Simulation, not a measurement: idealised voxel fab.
process module | voxel local oxidation
cross-section cut | 230 nm wide | cells 5 nm
A cross-section is a grid of square cells, given in bands from the top down. A band is one or more rows of cells.
Each band's line starts with the height of the band's top and of its bottom, in nm. Then come its materials from left to right, each with its width in nm. One material with "throughout" fills the band from edge to edge. "air" is empty space.
Height 0 is the level under which the wafer as received is all one material. The lowest band goes on downwards, as in "0 down".
A width such as "30 to 40" changes by the same amount from each row of cells to the next, from the band's top row to its bottom row.
"no change" after a step means that no cell of the cross-section changed.
closed voids: empty space of 8 cells or more with no open way to the top, each as width x height at its distance from the left edge, in nm
after a step's settings: what the simulator itself notes on the step
overlay nm, on a step with a mask: how far to the right of its planned place the mask lay; to the left if negative
plan
1 op RECEIVE | material Si
2 op CONFORMAL_DEP | material SiO2 | thk nm 5
3 op CONFORMAL_DEP | material SiN | thk nm 15
4 op DIRECTIONAL_DEP | material aC | thk nm 15
5 op PATTERN | tone cover | mask id ACTIVE | material resist | width nm 120 | thk nm 30 | overlay nm 0
6 op DIRECTIONAL_ETCH | etch materials aC | depth nm 15
7 op STRIP | etch materials resist
8 op DIRECTIONAL_ETCH | etch materials SiN | depth nm 15
9 op STRIP | etch materials aC
10 op SELECTIVE_ETCH | etch materials SiO2 | depth nm 5
11 op OXIDIZE | depth nm 15
12 op STRIP | etch materials SiN
as received, after step 1
  0 down: Si throughout
  closed voids: none
a wafer at the end: this start, this plan, one mistake
  5 to 0: air 65 | SiO2 105 | air 60
  0 to -15: SiO2 80 | Si 75 | SiO2 75
  -15 down: Si throughout
  closed voids: none
what went wrong: step 5 ran as: op PATTERN | tone cover | mask id ACTIVE | material resist | width nm 115 | thk nm 30 | overlay nm 0
